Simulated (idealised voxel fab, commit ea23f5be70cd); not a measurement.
The process module that follows is named voxel trench capacitor.
Cross-section cut: width 200 nm, square cells of 5 nm.
Square cells in a grid make up a cross-section in this document, and the grid is given as bands, listed from the top down, each one or more rows of cells.
First you get the band's top height and its bottom height, in nm, and then the materials it's made of, left to right, with each width in nm. If you see a single material with "all across", that one covers the band edge to edge. "air" is empty space.
Height reference: 0 = level under which incoming wafer is all one material. Lowest band: no bottom, runs on downward, e.g. "0 down".
Width: "30..40" (first number = top row, second number = bottom row, same change from row to row of cells).
Step note "changes: none" = no cross-section cell changed.
Entry "Sealed internal voids". Content: empty spaces with no open connection to the top, size 8 cells or greater. Each: width x height at distance. Distance: from left edge. Unit: nm.
On a step's line, text after the settings is the simulator commenting on that step.
When a step includes a mask, the "overlay nm" setting on its line states how far to the right of its planned place that mask lay, and negative values state how far to the left.
THE FOLLOWING LIST GIVES THE PLANNED PROCESS STEPS
1) RECEIVE with material Si
2) CONFORMAL_DEP with material SiN, thk nm 5
3) DIRECTIONAL_DEP with material aC, thk nm 15
4) PATTERN with tone open, mask id TRENCH, material resist, width nm 25, pitch nm 40, thk nm 35, overlay nm 0
5) DIRECTIONAL_ETCH with etch materials aC, depth nm 15
6) STRIP with etch materials resist
7) DIRECTIONAL_ETCH with etch materials SiN, depth nm 5
8) DIRECTIONAL_ETCH with etch materials Si, depth nm 35
9) STRIP with etch materials aC
10) CONFORMAL_DEP with material Al2O3, thk nm 5
11) FILL_DEP with material polySi, thk nm 5
12) CMP with height nm 5
INCOMING WAFER IN CROSS-SECTION (STATE: AFTER STEP 1)
> 0 down: Si all across
> Sealed internal voids: none
CROSS-SECTION, FIRST OF TWO WAFERS, END OF MODULE, RUN AS PLANNED
> 5 to 0: 45 nm SiN | 5 nm Al2O3 | 15 nm polySi | 5 nm Al2O3 | 15 nm SiN | 5 nm Al2O3 | 15 nm polySi | 5 nm Al2O3 | 15 nm SiN | 5 nm Al2O3 | 15 nm polySi | 5 nm Al2O3 | 50 nm SiN
> 0 to -30: 45 nm Si | 5 nm Al2O3 | 15 nm polySi | 5 nm Al2O3 | 15 nm Si | 5 nm Al2O3 | 15 nm polySi | 5 nm Al2O3 | 15 nm Si | 5 nm Al2O3 | 15 nm polySi | 5 nm Al2O3 | 50 nm Si
> -30 to -35: 45 nm Si | 25 nm Al2O3 | 15 nm Si | 25 nm Al2O3 | 15 nm Si | 25 nm Al2O3 | 50 nm Si
> -35 down: Si all across
> Sealed internal voids: none
SECOND WAFER THROUGH THE MODULE, SECTIONED AT THE END: SAME BEGINNING AND SAME PLAN AS THE FIRST WAFER, WITH ONE MISTAKE IN CARRYING IT OUT
> 5 to 0: 40 nm SiN | 5 nm Al2O3 | 15 nm polySi | 5 nm Al2O3 | 15 nm SiN | 5 nm Al2O3 | 15 nm polySi | 5 nm Al2O3 | 15 nm SiN | 5 nm Al2O3 | 15 nm polySi | 5 nm Al2O3 | 55 nm SiN
> 0 to -30: 40 nm Si | 5 nm Al2O3 | 15 nm polySi | 5 nm Al2O3 | 15 nm Si | 5 nm Al2O3 | 15 nm polySi | 5 nm Al2O3 | 15 nm Si | 5 nm Al2O3 | 15 nm polySi | 5 nm Al2O3 | 55 nm Si
> -30 to -35: 40 nm Si | 25 nm Al2O3 | 15 nm Si | 25 nm Al2O3 | 15 nm Si | 25 nm Al2O3 | 55 nm Si
> -35 down: Si all across
> Sealed internal voids: none
Run error: step 4 off recipe, ran as PATTERN with tone open, mask id TRENCH, material resist, width nm 25, pitch nm 40, thk nm 35, overlay nm -5
In the final comparison it is observed that the number of cells assigned to each material is identical for the two wafers, whereas their placement is not.
